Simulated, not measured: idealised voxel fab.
You're looking at the process module voxel self aligned vias.
It is cross-section cut that appears here, measuring 290 nm in width, its square cells being 5 nm in size.
Reading order for cross-sections: top band down to bottom band. Underlying form: a grid of square cells. Band size: one or more rows of cells.
Each band's line starts with the height of the band's top and of its bottom, in nm. Then come its materials from left to right, each with its width in nm. One material with "throughout" fills the band from edge to edge. "blank" is empty space.
It should be noted that heights are counted from 0, beneath which the wafer as supplied is of one material throughout, and that the lowest band possesses no lower boundary but continues downward, as written in "0 and below".
The width entry "30 to 40" should be interpreted row by row: the top row of cells in the band takes the first number, the bottom row takes the second number, and the change between adjacent rows is uniform throughout.
"nothing different" -> step changed no cross-section cell.
"Sealed internal voids" enumerates empty spaces isolated from the top, with no open way to it, that contain at least 8 cells, giving each as width x height at distance from the left edge, all three in nm.
Past the settings on a step's line: simulator remark, on that step.
If you see "overlay nm" on a step's line and that step has a mask, it's telling you how far right of where it was planned the mask ended up; a negative number means it went left instead.

-- Process steps foreseen in the plan
1. RECEIVE | material Si
2. CONFORMAL_DEP | material SiO2 | thk nm 15
3. CONFORMAL_DEP | material SiCN | thk nm 5
4. DIRECTIONAL_DEP | material SiO2 | thk nm 20
5. MASKED_ETCH | tone open | mask id LINES | width nm 25 | pitch nm 70 | etch materials SiO2 | depth nm 20 | overlay nm 0
6. CONFORMAL_DEP | material TiN | thk nm 5
7. FILL_DEP | material Ru | thk nm 10
8. CMP | height nm 40
9. SELECTIVE_ETCH | etch materials W Ru TiN | depth nm 10
10. FILL_DEP | material SiN | thk nm 5
11. CMP | height nm 40
12. DIRECTIONAL_DEP | material SiO2 | thk nm 20
13. PATTERN | tone open | mask id VIAS | material resist | width nm 45 | thk nm 20 | overlay nm 0
14. DIRECTIONAL_ETCH | etch materials SiO2 | depth nm 20
15. DIRECTIONAL_ETCH | etch materials SiN | depth nm 10
16. STRIP | etch materials resist
17. CONFORMAL_DEP | material TiN | thk nm 5
18. FILL_DEP | material W | thk nm 5
19. CMP | height nm 60
20. CONFORMAL_DEP | material SiN | thk nm 5

-- Incoming wafer, cross-sectional view, post step 1
> 0 and below: Si throughout
> Sealed internal voids: none

-- Module complete - cross-section of the first of two wafers, run according to plan
> 65 down to 60: SiN throughout
> 60 down to 45: 85 of SiO2  5 of TiN  35 of W  5 of TiN  160 of SiO2
> 45 down to 40: 85 of SiO2  15 of TiN  15 of W  15 of TiN  160 of SiO2
> 40 down to 35: 95 of SiO2  5 of TiN  15 of W  5 of TiN  45 of SiO2  25 of SiN  100 of SiO2
> 35 down to 30: 95 of SiO2  25 of TiN  45 of SiO2  25 of SiN  100 of SiO2
> 30 down to 25: 95 of SiO2  5 of TiN  15 of Ru  5 of TiN  45 of SiO2  5 of TiN  15 of Ru  5 of TiN  100 of SiO2
> 25 down to 20: 95 of SiO2  25 of TiN  45 of SiO2  25 of TiN  100 of SiO2
> 20 down to 15: SiCN throughout
> 15 down to 0: SiO2 throughout
> 0 and below: Si throughout
> Sealed internal voids: none

-- Module end: cross-section of wafer two of two. Same start and process plan as the first wafer. One mistake during execution
> 65 down to 60: SiN throughout
> 60 down to 55: 90 of TiN  35 of W  165 of TiN
> 55 down to 40: 85 of SiO2  5 of TiN  35 of W  5 of TiN  160 of SiO2
> 40 down to 35: 85 of SiO2  15 of TiN  15 of W  15 of TiN  35 of SiO2  25 of SiN  100 of SiO2
> 35 down to 30: 95 of SiO2  25 of TiN  45 of SiO2  25 of SiN  100 of SiO2
> 30 down to 25: 95 of SiO2  5 of TiN  15 of Ru  5 of TiN  45 of SiO2  5 of TiN  15 of Ru  5 of TiN  100 of SiO2
> 25 down to 20: 95 of SiO2  25 of TiN  45 of SiO2  25 of TiN  100 of SiO2
> 20 down to 15: SiCN throughout
> 15 down to 0: SiO2 throughout
> 0 and below: Si throughout
> Sealed internal voids: none
The plan and the run diverged here: step 12 went in with a setting other than planned; the actual run was DIRECTIONAL_DEP | material SiO2 | thk nm 15
Wafer comparison, final, in cells, second relative to first, materials more or fewer: SiO2 -53, TiN +49, W +4
